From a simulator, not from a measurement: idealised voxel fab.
The document below concerns the process module designated voxel released beams.
Shown is cross-section cut, with a width of 180 nm and square cells of size 5 nm.
Cross-section, as written here: a square-cell grid given band by band from the top down, where a band holds one or more rows of cells. The entry gives the band's vertical extent as a top height and a bottom height in nm, then its horizontal make-up as materials from left to right, each with a width in nm. "blank" stands for empty space; a single material marked "throughout" fills the band edge to edge. A quick word on heights: they are counted from 0, and under that level the wafer as it came to us is one material throughout. The lowest band is different from the rest in having no bottom; it simply continues downward, written as in "0..down". You'd read "30 to 40" like this: the band's top row of cells is as wide as the first number, its bottom row is as wide as the second, and going down, every row changes width by the same amount as the row before did. No cell of the cross-section changed in a step that is given as "nothing was modified". Enclosed void catalog: empty space of 8 cells or more with no open way to the top, each as width x height at its distance from the left edge, in nm. Anything after a step's settings on that line? It's the simulator's own note about the step. overlay nm: mask offset rightward from planned place, masked step; negative means leftward offset.

## Process steps (planned)
- 1: RECEIVE with material Si
- 2: CONFORMAL_DEP with material Al2O3, thk nm 5
- 3: DIRECTIONAL_DEP with material SiO2, thk nm 15
- 4: DIRECTIONAL_DEP with material aC, thk nm 15
- 5: PATTERN with tone open, mask id ANCHOR, material resist, width nm 30, thk nm 35, overlay nm 0
- 6: DIRECTIONAL_ETCH with etch materials aC, depth nm 15
- 7: STRIP with etch materials resist
- 8: DIRECTIONAL_ETCH with etch materials SiO2, depth nm 15
- 9: STRIP with etch materials aC
- 10: CONFORMAL_DEP with material polySi, thk nm 10
- 11: MASKED_ETCH with tone cover, mask id BEAM, width nm 80, etch materials polySi, depth nm 10, overlay nm 0
- 12: STRIP with etch materials SiO2

## This is the cross-section of the wafer as we received it, i.e. after step 1
    0..down = Si throughout
    Enclosed void catalog: none

## Cross-section, end of module. Start: as above. Plan: as above. Execution: one mistake
    30..20 = 35 blank, 25 polySi, 10 blank, 45 polySi, 65 blank
    20..15 = 50 blank, 10 polySi, 10 blank, 10 polySi, 100 blank
    15..5 = 50 blank, 30 polySi, 100 blank
    5..0 = Al2O3 throughout
    0..down = Si throughout
    Enclosed void catalog: none
Against the plan, the run slipped here: note that step 11 departed from the planned setting and was carried out as MASKED_ETCH with tone cover, mask id BEAM, width nm 80, etch materials polySi, depth nm 10, overlay nm -10
